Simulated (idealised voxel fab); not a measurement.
Process module under the name voxel gate over fins
Square cells of 5 nm make up the cross-section cut, whose width is 240 nm.
Just so we're on the same page, the cross-sections are grids of square cells, and they're listed out in bands top to bottom, each band one or more rows deep. Heads up on the band format: heights come first, top then bottom, in nm. After that it's the materials left to right, each with its width in nm. A single material flagged "throughout" fills the whole band edge to edge, and "blank" means there's empty space there. We count height from 0. Below that, the starting wafer is all one material. The lowest band never ends at the bottom but goes on down; see "0 nm and below" for how that is written. Note: "30->40" means the width goes from the first number (top row of the band) to the second number (bottom row) in equal steps per row of cells. "no alterations made" (step): cross-section cells unchanged, all of them. Any empty space of 8 cells or more lacking an open way to the top shows up in "Closed void roster" as width x height at distance, distance from the left edge, in nm. after a step's settings: what the simulator itself notes on the step. overlay nm: for a step with a mask, the amount by which the mask lay right of where it was planned; a negative amount means left of it.
**Process steps foreseen in the plan**
| 1 | op RECEIVE | material Si |
| 2 | op CONFORMAL_DEP | material SiN | thk nm 5 |
| 3 | op DIRECTIONAL_DEP | material aC | thk nm 10 |
| 4 | op PATTERN | tone cover | mask id FINS | material resist | width nm 15 | pitch nm 40 | thk nm 30 | overlay nm 0 |
| 5 | op DIRECTIONAL_ETCH | etch materials aC | depth nm 10 |
| 6 | op STRIP | etch materials resist |
| 7 | op DIRECTIONAL_ETCH | etch materials SiN | depth nm 5 |
| 8 | op DIRECTIONAL_ETCH | etch materials Si | depth nm 40 |
| 9 | op STRIP | etch materials aC |
| 10 | op OXIDIZE | depth nm 5 |
| 11 | op FILL_DEP | material SiO2 | thk nm 5 |
| 12 | op CMP | height nm 5 |
| 13 | op SELECTIVE_ETCH | etch materials SiO2 | depth nm 15 |
| 14 | op STRIP | etch materials SiN |
| 15 | op CONFORMAL_DEP | material HfO2 | thk nm 5 |
| 16 | op CONFORMAL_DEP | material TiN | thk nm 5 |
| 17 | op FILL_DEP | material W | thk nm 15 |
| 18 | op CMP | height nm 20 |
| 19 | op CONFORMAL_DEP | material SiN | thk nm 10 |
**Here's what the wafer looked like in cross-section when it arrived - that's after step 1**
0 nm and below: Si throughout
Closed void roster: none
**First of two wafers, end-of-module section, run followed plan**
30 nm to 20 nm: SiN throughout
20 nm to 10 nm: W throughout
10 nm to 5 nm: W 65 nm | TiN 25 nm | W 15 nm | TiN 25 nm | W 15 nm | TiN 25 nm | W 70 nm
5 nm to 0 nm: W 65 nm | TiN 5 nm | HfO2 15 nm | TiN 5 nm | W 15 nm | TiN 5 nm | HfO2 15 nm | TiN 5 nm | W 15 nm | TiN 5 nm | HfO2 15 nm | TiN 5 nm | W 70 nm
0 nm to -5 nm: TiN 70 nm | HfO2 5 nm | Si 5 nm | HfO2 5 nm | TiN 25 nm | HfO2 5 nm | Si 5 nm | HfO2 5 nm | TiN 25 nm | HfO2 5 nm | Si 5 nm | HfO2 5 nm | TiN 75 nm
-5 nm to -10 nm: HfO2 75 nm | Si 5 nm | HfO2 35 nm | Si 5 nm | HfO2 35 nm | Si 5 nm | HfO2 80 nm
-10 nm to -45 nm: SiO2 75 nm | Si 5 nm | SiO2 35 nm | Si 5 nm | SiO2 35 nm | Si 5 nm | SiO2 80 nm
-45 nm and below: Si throughout
Closed void roster: none
**Cross-sectional image of the second wafer of the two following completion of the module. Starting state and process plan were the same as for the first wafer; one execution error occurred**
30 nm to 20 nm: SiN throughout
20 nm to 10 nm: W throughout
10 nm to 5 nm: W 65 nm | TiN 25 nm | W 15 nm | TiN 25 nm | W 15 nm | TiN 25 nm | W 70 nm
5 nm to 0 nm: W 65 nm | TiN 5 nm | HfO2 15 nm | TiN 5 nm | W 15 nm | TiN 5 nm | HfO2 15 nm | TiN 5 nm | W 15 nm | TiN 5 nm | HfO2 15 nm | TiN 5 nm | W 70 nm
0 nm to -15 nm: W 65 nm | TiN 5 nm | HfO2 5 nm | Si 5 nm | HfO2 5 nm | TiN 5 nm | W 15 nm | TiN 5 nm | HfO2 5 nm | Si 5 nm | HfO2 5 nm | TiN 5 nm | W 15 nm | TiN 5 nm | HfO2 5 nm | Si 5 nm | HfO2 5 nm | TiN 5 nm | W 70 nm
-15 nm to -20 nm: TiN 70 nm | HfO2 5 nm | Si 5 nm | HfO2 5 nm | TiN 25 nm | HfO2 5 nm | Si 5 nm | HfO2 5 nm | TiN 25 nm | HfO2 5 nm | Si 5 nm | HfO2 5 nm | TiN 75 nm
-20 nm to -25 nm: HfO2 75 nm | Si 5 nm | HfO2 35 nm | Si 5 nm | HfO2 35 nm | Si 5 nm | HfO2 80 nm
-25 nm to -45 nm: SiO2 75 nm | Si 5 nm | SiO2 35 nm | Si 5 nm | SiO2 35 nm | Si 5 nm | SiO2 80 nm
-45 nm and below: Si throughout
Closed void roster: none
Run error: plan step 13 was twice executed
at the end the second wafer has, in cells: +18 HfO2; -135 SiO2; +18 TiN; +99 W
